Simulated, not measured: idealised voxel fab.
Name of the process module below: voxel self aligned vias
The cross-section on display is named cut; it measures 155 nm wide, and its cells are 5 nm squares.
Each cross-section below is a grid of square cells, stated as bands in top-down order, with one or more rows of cells making up each band. Band: top height; bottom height; in nm. Then, left to right: material with width in nm, for each material. "all across": a single material spanning edge to edge. "blank": empty space. Height datum 0, below which the as-received substrate wafer is one material. Lowest band open at the bottom, running downward: "top 0, no bottom". The width entry "30 to 40" should be interpreted row by row: the top row of cells in the band takes the first number, the bottom row takes the second number, and the change between adjacent rows is uniform throughout. Where a step carries "no alterations made", the cross-section came out of it unchanged, cell for cell. "Unvented internal voids": empty spaces of 8 cells or more with no open way to the top, each given as width x height at distance, distance from the left edge, all in nm. It should be noted that, on the line of a given step, the content following the step's settings is a remark produced by the simulator itself with respect to that step. A step line may carry the setting "overlay nm", which, for steps involving a mask, states the distance by which the mask lay to the right of its intended position; negative values denote displacement to the left.

-- The planned process steps are enumerated hereunder
1,RECEIVE, material Si
2,CONFORMAL_DEP, material SiO2, thk nm 15
3,CONFORMAL_DEP, material SiCN, thk nm 5
4,DIRECTIONAL_DEP, material lowk, thk nm 30
5,MASKED_ETCH, tone open, mask id LINES, width nm 30, pitch nm 60, etch materials lowk, depth nm 30, overlay nm 0
6,CONFORMAL_DEP, material TiN, thk nm 5
7,FILL_DEP, material W, thk nm 5
8,CMP, height nm 50
9,SELECTIVE_ETCH, etch materials W Ru TiN, depth nm 5
10,FILL_DEP, material SiN, thk nm 10
11,CMP, height nm 50
12,DIRECTIONAL_DEP, material lowk, thk nm 20
13,DIRECTIONAL_DEP, material aC, thk nm 10
14,PATTERN, tone open, mask id VIAS, material resist, width nm 40, pitch nm 60, thk nm 25, overlay nm 0
15,DIRECTIONAL_ETCH, etch materials aC, depth nm 10
16,STRIP, etch materials resist
17,DIRECTIONAL_ETCH, etch materials lowk, depth nm 20
18,DIRECTIONAL_ETCH, etch materials SiN, depth nm 5
19,STRIP, etch materials aC
20,CONFORMAL_DEP, material TiN, thk nm 5
21,FILL_DEP, material Ru, thk nm 5
22,CMP, height nm 60
23,CONFORMAL_DEP, material SiN, thk nm 5
The wafers are alike at the start. At step 22, their height nm differs. The plan lists the first wafer's value.

-- Cross-section: the first of several wafers in its as-received state, i.e. following step 1
top 0, no bottom | Si all across
Unvented internal voids: none

-- The following table contains a row per wafer, in which are reported, at the conclusion of the module, the cells of each material gained (+) or lost (-) since the wafer's receipt, with its closed voids given thereafter
height nm 60; +20 Ru; +31 SiCN; +31 SiN; +93 SiO2; +52 TiN; +32 W; +144 lowk; Unvented internal voids: none
height nm 65; +32 Ru; +31 SiCN; +31 SiN; +93 SiO2; +56 TiN; +32 W; +159 lowk; Unvented internal voids: none
height nm 70; +44 Ru; +31 SiCN; +31 SiN; +93 SiO2; +60 TiN; +32 W; +174 lowk; Unvented internal voids: none
height nm 75; +56 Ru; +31 SiCN; +31 SiN; +93 SiO2; +79 TiN; +32 W; +174 lowk; Unvented internal voids: none
height nm 80; +87 Ru; +31 SiCN; +31 SiN; +93 SiO2; +79 TiN; +32 W; +174 lowk; Unvented internal voids: none
